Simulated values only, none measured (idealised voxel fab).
process module | voxel transistor to metal
cross-section cut | 175 nm wide | cells 5 nm
A cross-section is a grid of square cells, given in bands from the top down. A band is one or more rows of cells.
Each band's line starts with the height of the band's top and of its bottom, in nm. Then come its materials from left to right, each with its width in nm. One material with "throughout" fills the band from edge to edge. "air" is empty space.
Height 0 is the level under which the wafer as received is all one material. The lowest band goes on downwards, as in "0 down".
A width such as "30 to 40" changes by the same amount from each row of cells to the next, from the band's top row to its bottom row.
"no change" after a step means that no cell of the cross-section changed.
closed voids: empty space of 8 cells or more with no open way to the top, each as width x height at its distance from the left edge, in nm
after a step's settings: what the simulator itself notes on the step
overlay nm, on a step with a mask: how far to the right of its planned place the mask lay; to the left if negative
plan
1 op RECEIVE | material Si
2 op OXIDIZE | depth nm 5
3 op CONFORMAL_DEP | material SiN | thk nm 10
4 op MASKED_ETCH | tone cover | mask id ACTIVE | width nm 110 | etch materials SiN | depth nm 10 | overlay nm 0
5 op MASKED_ETCH | tone cover | mask id ACTIVE | width nm 110 | etch materials SiO2 | depth nm 5 | overlay nm 0
6 op MASKED_ETCH | tone cover | mask id ACTIVE | width nm 110 | etch materials Si | depth nm 25 | overlay nm 0
7 op OXIDIZE | depth nm 5
8 op FILL_DEP | material SiO2 | thk nm 5
9 op CMP | height nm 10
10 op SELECTIVE_ETCH | etch materials SiO2 | depth nm 5
11 op STRIP | etch materials SiN
12 op SELECTIVE_ETCH | etch materials SiO2 | depth nm 5
13 op OXIDIZE | depth nm 5
14 op DIRECTIONAL_DEP | material polySi | thk nm 25
15 op DIRECTIONAL_DEP | material SiCN | thk nm 15
16 op MASKED_ETCH | tone cover | mask id GATE | width nm 30 | etch materials SiCN | depth nm 25 | overlay nm 0
17 op MASKED_ETCH | tone cover | mask id GATE | width nm 30 | etch materials polySi | depth nm 35 | overlay nm 0
18 op CONFORMAL_DEP | material SiO2 | thk nm 5
19 op DIRECTIONAL_ETCH | etch materials SiO2 | depth nm 5
20 op CONFORMAL_DEP | material SiN | thk nm 5
21 op DIRECTIONAL_ETCH | etch materials SiN | depth nm 5
22 op DIRECTIONAL_ETCH | etch materials SiO2 | depth nm 5
23 op DIRECTIONAL_ETCH | etch materials Si | depth nm 10
24 op EPI | material nSi | thk nm 10
25 op FILL_DEP | material SiO2 | thk nm 10
26 op CMP | height nm 20
27 op STRIP | etch materials polySi
28 op SELECTIVE_ETCH | etch materials SiO2 | depth nm 5
29 op CONFORMAL_DEP | material HfO2 | thk nm 5
30 op CONFORMAL_DEP | material TiN | thk nm 5
31 op FILL_DEP | material W | thk nm 10
32 op CMP | height nm 15
33 op DIRECTIONAL_DEP | material SiO2 | thk nm 10
34 op DIRECTIONAL_DEP | material aC | thk nm 15
35 op PATTERN | tone open | mask id CONTACT | material resist | width nm 15 | pitch nm 75 | thk nm 35 | overlay nm 0
36 op DIRECTIONAL_ETCH | etch materials aC | depth nm 15
37 op STRIP | etch materials resist
38 op DIRECTIONAL_ETCH | etch materials SiO2 | depth nm 35
39 op STRIP | etch materials aC
40 op CONFORMAL_DEP | material TiN | thk nm 5
41 op FILL_DEP | material Ru | thk nm 5
42 op CMP | height nm 25
43 op DIRECTIONAL_DEP | material TiN | thk nm 5
44 op DIRECTIONAL_DEP | material W | thk nm 25
45 op DIRECTIONAL_DEP | material aC | thk nm 10
46 op PATTERN | tone cover | mask id METAL_1 | material resist | width nm 15 | pitch nm 75 | thk nm 25 | overlay nm 0
47 op DIRECTIONAL_ETCH | etch materials aC | depth nm 10
48 op STRIP | etch materials resist
49 op DIRECTIONAL_ETCH | etch materials W | depth nm 25
50 op DIRECTIONAL_ETCH | etch materials TiN | depth nm 5
51 op STRIP | etch materials aC
52 op CONFORMAL_DEP | material SiCN | thk nm 5
53 op FILL_DEP | material lowk | thk nm 5
54 op CMP | height nm 55
55 op CONFORMAL_DEP | material SiCN | thk nm 5
as received, after step 1
  0 down: Si throughout
  closed voids: none
a wafer at the end: this start, this plan, one mistake
  60 to 55: SiCN throughout
  55 to 30: lowk 35 | SiCN 5 | W 15 | SiCN 5 | lowk 50 | SiCN 5 | W 15 | SiCN 5 | lowk 40
  30 to 25: SiCN 40 | TiN 15 | SiCN 60 | TiN 15 | SiCN 45
  25 to 15: SiO2 40 | TiN 5 | Ru 5 | TiN 5 | SiO2 60 | TiN 5 | Ru 5 | TiN 5 | SiO2 45
  15 to 5: SiO2 40 | TiN 5 | Ru 5 | TiN 5 | SiO2 5 | SiN 5 | HfO2 5 | TiN 5 | W 20 | TiN 5 | HfO2 5 | SiN 5 | SiO2 5 | TiN 5 | Ru 5 | TiN 5 | SiO2 45
  5 to 0: SiO2 40 | TiN 15 | SiO2 5 | SiN 5 | HfO2 5 | TiN 5 | W 20 | TiN 5 | HfO2 5 | SiN 5 | SiO2 5 | TiN 15 | SiO2 45
  0 to -5: SiO2 30 | SiN 5 | SiO2 5 | TiN 10 | nSi 10 | SiN 5 | HfO2 5 | TiN 30 | HfO2 5 | SiN 5 | nSi 10 | TiN 10 | SiO2 5 | SiN 5 | SiO2 35
  -5 to -10: SiO2 40 | TiN 10 | nSi 10 | SiO2 5 | HfO2 40 | SiO2 5 | nSi 10 | TiN 10 | SiO2 45
  -10 to -20: SiO2 35 | nSi 25 | Si 50 | nSi 25 | SiO2 40
  -20 to -60: SiO2 35 | Si 100 | SiO2 40
  -60 down: Si throughout
  closed voids: none
what went wrong: step 6 was run twice
